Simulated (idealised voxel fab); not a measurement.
The following is a process module called voxel gate over fins.
140 nm wide, 5 nm square cells: that's cross-section cut.
Just so we're on the same page, the cross-sections are grids of square cells, and they're listed out in bands top to bottom, each band one or more rows deep. Basically the band line says how high the top is and how high the bottom is, in nm, and then what's in it from left to right, every material with its width in nm. Empty space shows up as "empty", and if a single material carries "full width" it runs the full band edge to edge. Below 0: as-received wafer, all one material; heights counted from there. Lowest band: no bottom, goes on down, written "0 down". Width: "30..40" (first number = top row, second number = bottom row, same change from row to row of cells). A step reported as "changes: none" is a step in which no cell of the cross-section changed. "Encapsulated voids" specifies each empty space that is not open to the top and that occupies no fewer than 8 cells, using the form width x height at distance, the distance measured from the left edge and all three quantities in nm. Heads up: the bit after the settings on a step's line is the simulator's remark on that step. "overlay nm" denotes, for a step that has a mask, the displacement of the mask to the right of its planned place, with negative values corresponding to the left.
### The steps planned for the process are as follows
1) RECEIVE,material Si
2) CONFORMAL_DEP,material SiN,thk nm 5
3) PATTERN,tone cover,mask id FINS,material resist,width nm 15,pitch nm 60,thk nm 20,overlay nm 0
4) DIRECTIONAL_ETCH,etch materials SiN,depth nm 5
5) DIRECTIONAL_ETCH,etch materials Si,depth nm 40
6) STRIP,etch materials resist
7) OXIDIZE,depth nm 5
8) FILL_DEP,material SiO2,thk nm 15
9) CMP,height nm 5
10) PATTERN,tone open,mask id RAIL,material resist,width nm 15,thk nm 15,overlay nm 0
11) DIRECTIONAL_ETCH,etch materials SiO2,depth nm 40
12) STRIP,etch materials resist
13) CONFORMAL_DEP,material TiN,thk nm 5
14) FILL_DEP,material W,thk nm 10
15) CMP,height nm 5
16) SELECTIVE_ETCH,etch materials W Ru TiN,depth nm 10
17) FILL_DEP,material SiO2,thk nm 5
18) CMP,height nm 5
19) SELECTIVE_ETCH,etch materials SiO2,depth nm 15
20) STRIP,etch materials SiN
21) CONFORMAL_DEP,material HfO2,thk nm 5
22) CONFORMAL_DEP,material TiN,thk nm 5
23) CONFORMAL_DEP,material TiAl,thk nm 5
24) CONFORMAL_DEP,material TiN,thk nm 5
25) FILL_DEP,material W,thk nm 10
26) CMP,height nm 25
27) CONFORMAL_DEP,material SiCN,thk nm 10
Don't read the plan's depth nm for step 16 as applying to every wafer: that's the first wafer's value, and the wafers differ in it, though they all start identical.
### Cross-section of the first of several received wafers, showing its state after step 1
- 0 down | Si full width
- Encapsulated voids: none
### Here's the first of several wafers in cross-section, end of the module, after the last step, step 27
- 35 to 25 | SiCN full width
- 25 to 20 | W full width
- 20 to 15 | 15 W | 45 TiN | 15 W | 45 TiN | 20 W
- 15 to 10 | 15 W | 5 TiN | 35 TiAl | 25 TiN | 35 TiAl | 5 TiN | 20 W
- 10 to 5 | 20 TiN | 5 TiAl | 25 TiN | 35 TiAl | 25 TiN | 5 TiAl | 25 TiN
- 5 to 0 | 25 TiAl | 5 TiN | 15 HfO2 | 45 TiN | 15 HfO2 | 5 TiN | 30 TiAl
- 0 to -5 | 30 TiN | 5 HfO2 | 5 Si | 5 HfO2 | 10 TiN | 25 HfO2 | 10 TiN | 5 HfO2 | 5 Si | 5 HfO2 | 35 TiN
- -5 to -10 | 35 HfO2 | 5 Si | 20 HfO2 | 5 TiN | 5 W | 5 TiN | 20 HfO2 | 5 Si | 40 HfO2
- -10 to -30 | 35 SiO2 | 5 Si | 20 SiO2 | 5 TiN | 5 W | 5 TiN | 20 SiO2 | 5 Si | 40 SiO2
- -30 to -35 | 35 SiO2 | 5 Si | 20 SiO2 | 15 TiN | 20 SiO2 | 5 Si | 40 SiO2
- -35 to -45 | 35 SiO2 | 5 Si | 55 SiO2 | 5 Si | 40 SiO2
- -45 down | Si full width
- Encapsulated voids: none
### Cross-section of the last wafer at end of module
- 35 to 25 | SiCN full width
- 25 to 20 | W full width
- 20 to 15 | 15 W | 45 TiN | 15 W | 45 TiN | 20 W
- 15 to 10 | 15 W | 5 TiN | 35 TiAl | 5 TiN | 15 W | 5 TiN | 35 TiAl | 5 TiN | 20 W
- 10 to 5 | 20 TiN | 5 TiAl | 25 TiN | 5 TiAl | 25 TiN | 5 TiAl | 25 TiN | 5 TiAl | 25 TiN
- 5 to 0 | 25 TiAl | 5 TiN | 15 HfO2 | 5 TiN | 35 TiAl | 5 TiN | 15 HfO2 | 5 TiN | 30 TiAl
- 0 to -5 | 30 TiN | 5 HfO2 | 5 Si | 5 HfO2 | 45 TiN | 5 HfO2 | 5 Si | 5 HfO2 | 35 TiN
- -5 to -10 | 35 HfO2 | 5 Si | 55 HfO2 | 5 Si | 40 HfO2
- -10 to -30 | 35 SiO2 | 5 Si | 55 SiO2 | 5 Si | 40 SiO2
- -30 to -35 | 35 SiO2 | 5 Si | 20 SiO2 | 15 TiN | 20 SiO2 | 5 Si | 40 SiO2
- -35 to -45 | 35 SiO2 | 5 Si | 55 SiO2 | 5 Si | 40 SiO2
- -45 down | Si full width
- Encapsulated voids: none
### For your reference, the table is organized with a row per wafer; each row reflects the wafer at the end of the module, indicating for each material the cells gained (+) or lost (-) since receipt, and thereafter its closed voids
depth nm 10 | +38 HfO2 | -234 Si | +56 SiCN | +167 SiO2 | +34 TiAl | +85 TiN | +50 W | Encapsulated voids: none
depth nm 15 | +36 HfO2 | -234 Si | +56 SiCN | +167 SiO2 | +36 TiAl | +83 TiN | +52 W | Encapsulated voids: none
depth nm 20 | +36 HfO2 | -234 Si | +56 SiCN | +170 SiO2 | +36 TiAl | +81 TiN | +51 W | Encapsulated voids: none
depth nm 25 | +36 HfO2 | -234 Si | +56 SiCN | +173 SiO2 | +36 TiAl | +79 TiN | +50 W | Encapsulated voids: none
depth nm 30 | +36 HfO2 | -234 Si | +56 SiCN | +176 SiO2 | +36 TiAl | +77 TiN | +49 W | Encapsulated voids: none
depth nm 35 | +36 HfO2 | -234 Si | +56 SiCN | +179 SiO2 | +36 TiAl | +75 TiN | +48 W | Encapsulated voids: none
